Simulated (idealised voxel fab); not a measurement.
This is a process module. Its name is voxel trench capacitor.
It is cross-section cut that appears here, measuring 245 nm in width, its square cells being 5 nm in size.
Bands, listed from the top down, are how a cross-section gets written in this document; the cross-section itself is a grid of square cells, and a band is one or more rows of them.
A band entry consists of two parts. The first gives the height of the band's top and the height of its bottom, in nm. The rest lists the band's materials from left to right, each with its width in nm. A single material labelled with the word "edge to edge" fills the band from edge to edge, and the word "air" marks empty space.
Ref level 0: as-received wafer is one material below here. Bottom band extends down with no lower bound ("from 0 down").
Think of "30 to 40" as a width that walks from the first number to the second as you go down the band, top row to bottom row, taking equal-sized steps from row to row.
A step reported as "no alterations made" is a step in which no cell of the cross-section changed.
Empty spaces counting at least 8 cells and having no open way to the top are listed in "Enclosed void entries". The notation width x height at distance is used for each, the distance being from the left edge and all three values in nm.
Past the settings on a step's line: simulator remark, on that step.
overlay nm: for a step with a mask, the amount by which the mask lay right of where it was planned; a negative amount means left of it.

The planned process steps are enumerated hereunder
step 1: RECEIVE, material Si
step 2: CONFORMAL_DEP, material SiN, thk nm 5
step 3: DIRECTIONAL_DEP, material aC, thk nm 15
step 4: PATTERN, tone open, mask id TRENCH, material resist, width nm 25, pitch nm 50, thk nm 30, overlay nm 0
step 5: DIRECTIONAL_ETCH, etch materials aC, depth nm 15
step 6: STRIP, etch materials resist
step 7: DIRECTIONAL_ETCH, etch materials SiN, depth nm 5
step 8: DIRECTIONAL_ETCH, etch materials Si, depth nm 25
step 9: STRIP, etch materials aC
step 10: CONFORMAL_DEP, material HfO2, thk nm 5
step 11: CONFORMAL_DEP, material TiN, thk nm 5
step 12: FILL_DEP, material W, thk nm 5
step 13: CMP, height nm 5

First of two wafers - as planned

Cross-section, incoming material, after step 1
* from 0 down  Si edge to edge
* Enclosed void entries: none

Presented here is a cross-section of the wafer after step 2 has been performed
* from 5 to 0  SiN edge to edge
* Beneath the level 0, the cross-section is identical to its previous state.

Presented here is a cross-section of the wafer after step 3 has been performed
* from 20 to 5  aC edge to edge
* Beneath the level 5, the cross-section is identical to its previous state.

Presented here is a cross-section of the wafer after step 4 has been performed
* from 50 to 20  60 nm resist, 25 nm air, 25 nm resist, 25 nm air, 25 nm resist, 25 nm air, 60 nm resist
* Beneath the level 20, the cross-section is identical to its previous state.

Presented here is a cross-section of the wafer after step 5 has been performed
* from 35 to 20  60 nm resist, 25 nm air, 25 nm resist, 25 nm air, 25 nm resist, 25 nm air, 60 nm resist
* from 20 to 5  60 nm aC, 25 nm air, 25 nm aC, 25 nm air, 25 nm aC, 25 nm air, 60 nm aC
* Beneath the level 5, the cross-section is identical to its previous state.

Presented here is a cross-section of the wafer after step 6 has been performed
* from 20 to 5  60 nm aC, 25 nm air, 25 nm aC, 25 nm air, 25 nm aC, 25 nm air, 60 nm aC
* Beneath the level 5, the cross-section is identical to its previous state.

Presented here is a cross-section of the wafer after step 7 has been performed
* from 20 to 5  60 nm aC, 25 nm air, 25 nm aC, 25 nm air, 25 nm aC, 25 nm air, 60 nm aC
* from 5 to 0  60 nm SiN, 25 nm air, 25 nm SiN, 25 nm air, 25 nm SiN, 25 nm air, 60 nm SiN
* Beneath the level 0, the cross-section is identical to its previous state.

Presented here is a cross-section of the wafer after step 8 has been performed
* from 20 to 5  60 nm aC, 25 nm air, 25 nm aC, 25 nm air, 25 nm aC, 25 nm air, 60 nm aC
* from 5 to 0  60 nm SiN, 25 nm air, 25 nm SiN, 25 nm air, 25 nm SiN, 25 nm air, 60 nm SiN
* from 0 to -25  60 nm Si, 25 nm air, 25 nm Si, 25 nm air, 25 nm Si, 25 nm air, 60 nm Si
* Beneath the level -25, the cross-section is identical to its previous state.

Presented here is a cross-section of the wafer after step 9 has been performed
* from 5 to 0  60 nm SiN, 25 nm air, 25 nm SiN, 25 nm air, 25 nm SiN, 25 nm air, 60 nm SiN
* Beneath the level 0, the cross-section is identical to its previous state.

Presented here is a cross-section of the wafer after step 10 has been performed
* from 10 to 5  65 nm HfO2, 15 nm air, 35 nm HfO2, 15 nm air, 35 nm HfO2, 15 nm air, 65 nm HfO2
* from 5 to 0  60 nm SiN, 5 nm HfO2, 15 nm air, 5 nm HfO2, 25 nm SiN, 5 nm HfO2, 15 nm air, 5 nm HfO2, 25 nm SiN, 5 nm HfO2, 15 nm air, 5 nm HfO2, 60 nm SiN
* from 0 to -20  60 nm Si, 5 nm HfO2, 15 nm air, 5 nm HfO2, 25 nm Si, 5 nm HfO2, 15 nm air, 5 nm HfO2, 25 nm Si, 5 nm HfO2, 15 nm air, 5 nm HfO2, 60 nm Si
* from -20 to -25  60 nm Si, 25 nm HfO2, 25 nm Si, 25 nm HfO2, 25 nm Si, 25 nm HfO2, 60 nm Si
* Beneath the level -25, the cross-section is identical to its previous state.

Presented here is a cross-section of the wafer after step 11 has been performed
* from 15 to 10  70 nm TiN, 5 nm air, 45 nm TiN, 5 nm air, 45 nm TiN, 5 nm air, 70 nm TiN
* from 10 to 5  65 nm HfO2, 5 nm TiN, 5 nm air, 5 nm TiN, 35 nm HfO2, 5 nm TiN, 5 nm air, 5 nm TiN, 35 nm HfO2, 5 nm TiN, 5 nm air, 5 nm TiN, 65 nm HfO2
* from 5 to 0  60 nm SiN, 5 nm HfO2, 5 nm TiN, 5 nm air, 5 nm TiN, 5 nm HfO2, 25 nm SiN, 5 nm HfO2, 5 nm TiN, 5 nm air, 5 nm TiN, 5 nm HfO2, 25 nm SiN, 5 nm HfO2, 5 nm TiN, 5 nm air, 5 nm TiN, 5 nm HfO2, 60 nm SiN
* from 0 to -15  60 nm Si, 5 nm HfO2, 5 nm TiN, 5 nm air, 5 nm TiN, 5 nm HfO2, 25 nm Si, 5 nm HfO2, 5 nm TiN, 5 nm air, 5 nm TiN, 5 nm HfO2, 25 nm Si, 5 nm HfO2, 5 nm TiN, 5 nm air, 5 nm TiN, 5 nm HfO2, 60 nm Si
* from -15 to -20  60 nm Si, 5 nm HfO2, 15 nm TiN, 5 nm HfO2, 25 nm Si, 5 nm HfO2, 15 nm TiN, 5 nm HfO2, 25 nm Si, 5 nm HfO2, 15 nm TiN, 5 nm HfO2, 60 nm Si
* Beneath the level -20, the cross-section is identical to its previous state.

Presented here is a cross-section of the wafer after step 12 has been performed
* from 20 to 15  W edge to edge
* from 15 to 10  70 nm TiN, 5 nm W, 45 nm TiN, 5 nm W, 45 nm TiN, 5 nm W, 70 nm TiN
* from 10 to 5  65 nm HfO2, 5 nm TiN, 5 nm W, 5 nm TiN, 35 nm HfO2, 5 nm TiN, 5 nm W, 5 nm TiN, 35 nm HfO2, 5 nm TiN, 5 nm W, 5 nm TiN, 65 nm HfO2
* from 5 to 0  60 nm SiN, 5 nm HfO2, 5 nm TiN, 5 nm W, 5 nm TiN, 5 nm HfO2, 25 nm SiN, 5 nm HfO2, 5 nm TiN, 5 nm W, 5 nm TiN, 5 nm HfO2, 25 nm SiN, 5 nm HfO2, 5 nm TiN, 5 nm W, 5 nm TiN, 5 nm HfO2, 60 nm SiN
* from 0 to -15  60 nm Si, 5 nm HfO2, 5 nm TiN, 5 nm W, 5 nm TiN, 5 nm HfO2, 25 nm Si, 5 nm HfO2, 5 nm TiN, 5 nm W, 5 nm TiN, 5 nm HfO2, 25 nm Si, 5 nm HfO2, 5 nm TiN, 5 nm W, 5 nm TiN, 5 nm HfO2, 60 nm Si
* Beneath the level -15, the cross-section is identical to its previous state.

Presented here is a cross-section of the wafer after step 13 has been performed
* from 5 to 0  60 nm SiN, 5 nm HfO2, 5 nm TiN, 5 nm W, 5 nm TiN, 5 nm HfO2, 25 nm SiN, 5 nm HfO2, 5 nm TiN, 5 nm W, 5 nm TiN, 5 nm HfO2, 25 nm SiN, 5 nm HfO2, 5 nm TiN, 5 nm W, 5 nm TiN, 5 nm HfO2, 60 nm SiN
* Beneath the level 0, the cross-section is identical to its previous state.

Wafer two of the pair: same origin, same plan, one error during the run; identical to wafer one up to and including step 7

Cross-section of the second wafer when, according to plan, step 8 should have finished
* from 20 to 5  60 nm aC, 25 nm air, 25 nm aC, 25 nm air, 25 nm aC, 25 nm air, 60 nm aC
* from 5 to 0  60 nm SiN, 25 nm air, 25 nm SiN, 25 nm air, 25 nm SiN, 25 nm air, 60 nm SiN
* from 0 to -50  60 nm Si, 25 nm air, 25 nm Si, 25 nm air, 25 nm Si, 25 nm air, 60 nm Si
* Beneath the level -50, the cross-section is identical to its previous state.

Cross-section of the second wafer when, according to plan, step 9 should have finished
* from 5 to 0  60 nm SiN, 25 nm air, 25 nm SiN, 25 nm air, 25 nm SiN, 25 nm air, 60 nm SiN
* Beneath the level 0, the cross-section is identical to its previous state.

Cross-section of the second wafer when, according to plan, step 10 should have finished
* from 10 to 5  65 nm HfO2, 15 nm air, 35 nm HfO2, 15 nm air, 35 nm HfO2, 15 nm air, 65 nm HfO2
* from 5 to 0  60 nm SiN, 5 nm HfO2, 15 nm air, 5 nm HfO2, 25 nm SiN, 5 nm HfO2, 15 nm air, 5 nm HfO2, 25 nm SiN, 5 nm HfO2, 15 nm air, 5 nm HfO2, 60 nm SiN
* from 0 to -45  60 nm Si, 5 nm HfO2, 15 nm air, 5 nm HfO2, 25 nm Si, 5 nm HfO2, 15 nm air, 5 nm HfO2, 25 nm Si, 5 nm HfO2, 15 nm air, 5 nm HfO2, 60 nm Si
* from -45 to -50  60 nm Si, 25 nm HfO2, 25 nm Si, 25 nm HfO2, 25 nm Si, 25 nm HfO2, 60 nm Si
* Beneath the level -50, the cross-section is identical to its previous state.

Cross-section of the second wafer when, according to plan, step 11 should have finished
* from 15 to 10  70 nm TiN, 5 nm air, 45 nm TiN, 5 nm air, 45 nm TiN, 5 nm air, 70 nm TiN
* from 10 to 5  65 nm HfO2, 5 nm TiN, 5 nm air, 5 nm TiN, 35 nm HfO2, 5 nm TiN, 5 nm air, 5 nm TiN, 35 nm HfO2, 5 nm TiN, 5 nm air, 5 nm TiN, 65 nm HfO2
* from 5 to 0  60 nm SiN, 5 nm HfO2, 5 nm TiN, 5 nm air, 5 nm TiN, 5 nm HfO2, 25 nm SiN, 5 nm HfO2, 5 nm TiN, 5 nm air, 5 nm TiN, 5 nm HfO2, 25 nm SiN, 5 nm HfO2, 5 nm TiN, 5 nm air, 5 nm TiN, 5 nm HfO2, 60 nm SiN
* from 0 to -40  60 nm Si, 5 nm HfO2, 5 nm TiN, 5 nm air, 5 nm TiN, 5 nm HfO2, 25 nm Si, 5 nm HfO2, 5 nm TiN, 5 nm air, 5 nm TiN, 5 nm HfO2, 25 nm Si, 5 nm HfO2, 5 nm TiN, 5 nm air, 5 nm TiN, 5 nm HfO2, 60 nm Si
* from -40 to -45  60 nm Si, 5 nm HfO2, 15 nm TiN, 5 nm HfO2, 25 nm Si, 5 nm HfO2, 15 nm TiN, 5 nm HfO2, 25 nm Si, 5 nm HfO2, 15 nm TiN, 5 nm HfO2, 60 nm Si
* Beneath the level -45, the cross-section is identical to its previous state.

Cross-section of the second wafer when, according to plan, step 12 should have finished
* from 20 to 15  W edge to edge
* from 15 to 10  70 nm TiN, 5 nm W, 45 nm TiN, 5 nm W, 45 nm TiN, 5 nm W, 70 nm TiN
* from 10 to 5  65 nm HfO2, 5 nm TiN, 5 nm W, 5 nm TiN, 35 nm HfO2, 5 nm TiN, 5 nm W, 5 nm TiN, 35 nm HfO2, 5 nm TiN, 5 nm W, 5 nm TiN, 65 nm HfO2
* from 5 to 0  60 nm SiN, 5 nm HfO2, 5 nm TiN, 5 nm W, 5 nm TiN, 5 nm HfO2, 25 nm SiN, 5 nm HfO2, 5 nm TiN, 5 nm W, 5 nm TiN, 5 nm HfO2, 25 nm SiN, 5 nm HfO2, 5 nm TiN, 5 nm W, 5 nm TiN, 5 nm HfO2, 60 nm SiN
* from 0 to -40  60 nm Si, 5 nm HfO2, 5 nm TiN, 5 nm W, 5 nm TiN, 5 nm HfO2, 25 nm Si, 5 nm HfO2, 5 nm TiN, 5 nm W, 5 nm TiN, 5 nm HfO2, 25 nm Si, 5 nm HfO2, 5 nm TiN, 5 nm W, 5 nm TiN, 5 nm HfO2, 60 nm Si
* Beneath the level -40, the cross-section is identical to its previous state.

Cross-section of the second wafer when, according to plan, step 13 should have finished
* from 5 to 0  60 nm SiN, 5 nm HfO2, 5 nm TiN, 5 nm W, 5 nm TiN, 5 nm HfO2, 25 nm SiN, 5 nm HfO2, 5 nm TiN, 5 nm W, 5 nm TiN, 5 nm HfO2, 25 nm SiN, 5 nm HfO2, 5 nm TiN, 5 nm W, 5 nm TiN, 5 nm HfO2, 60 nm SiN
* Beneath the level 0, the cross-section is identical to its previous state.
Processing error: it should be noted that step 8 of the plan was executed twice
End of process, cell counts, second wafer against first, materials with more or fewer: HfO2 +30; Si -75; TiN +30; W +15
